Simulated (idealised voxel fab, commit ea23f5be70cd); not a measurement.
process module | voxel double patterning
cross-section cut | 280 nm wide | cells 5 nm
A cross-section is a grid of square cells, given in bands from the top down. A band is one or more rows of cells.
Each band's line starts with the height of the band's top and of its bottom, in nm. Then come its materials from left to right, each with its width in nm. One material with "throughout" fills the band from edge to edge. "air" is empty space.
Height 0 is the level under which the wafer as received is all one material. The lowest band goes on downwards, as in "0 down".
A width such as "30 to 40" changes by the same amount from each row of cells to the next, from the band's top row to its bottom row.
"no change" after a step means that no cell of the cross-section changed.
closed voids: empty space of 8 cells or more with no open way to the top, each as width x height at its distance from the left edge, in nm
after a step's settings: what the simulator itself notes on the step
overlay nm, on a step with a mask: how far to the right of its planned place the mask lay; to the left if negative
plan
1 op RECEIVE | material Si
2 op CONFORMAL_DEP | material SiN | thk nm 10
3 op DIRECTIONAL_DEP | material SiO2 | thk nm 20
4 op DIRECTIONAL_DEP | material SiCN | thk nm 10
5 op MASKED_ETCH | tone open | mask id FIRST | width nm 15 | pitch nm 50 | etch materials SiCN | depth nm 10 | overlay nm 0
6 op MASKED_ETCH | tone open | mask id SECOND | width nm 15 | pitch nm 50 | etch materials SiCN | depth nm 10 | overlay nm 0
7 op DIRECTIONAL_ETCH | etch materials SiO2 | depth nm 20
8 op STRIP | etch materials SiCN
as received, after step 1
  0 down: Si throughout
  closed voids: none
first wafer at the end, as planned
  30 to 10: SiO2 80 | air 15 | SiO2 10 | air 15 | SiO2 10 | air 15 | SiO2 10 | air 15 | SiO2 10 | air 15 | SiO2 85
  10 to 0: SiN throughout
  0 down: Si throughout
  closed voids: none
second wafer at the end: like start, like plan, one mistake
  20 to 0: SiO2 80 | air 15 | SiO2 10 | air 15 | SiO2 10 | air 15 | SiO2 10 | air 15 | SiO2 10 | air 15 | SiO2 85
  0 down: Si throughout
  closed voids: none
what went wrong: step 2 was left out
at the end the second wafer has, in cells: 112 fewer of SiN
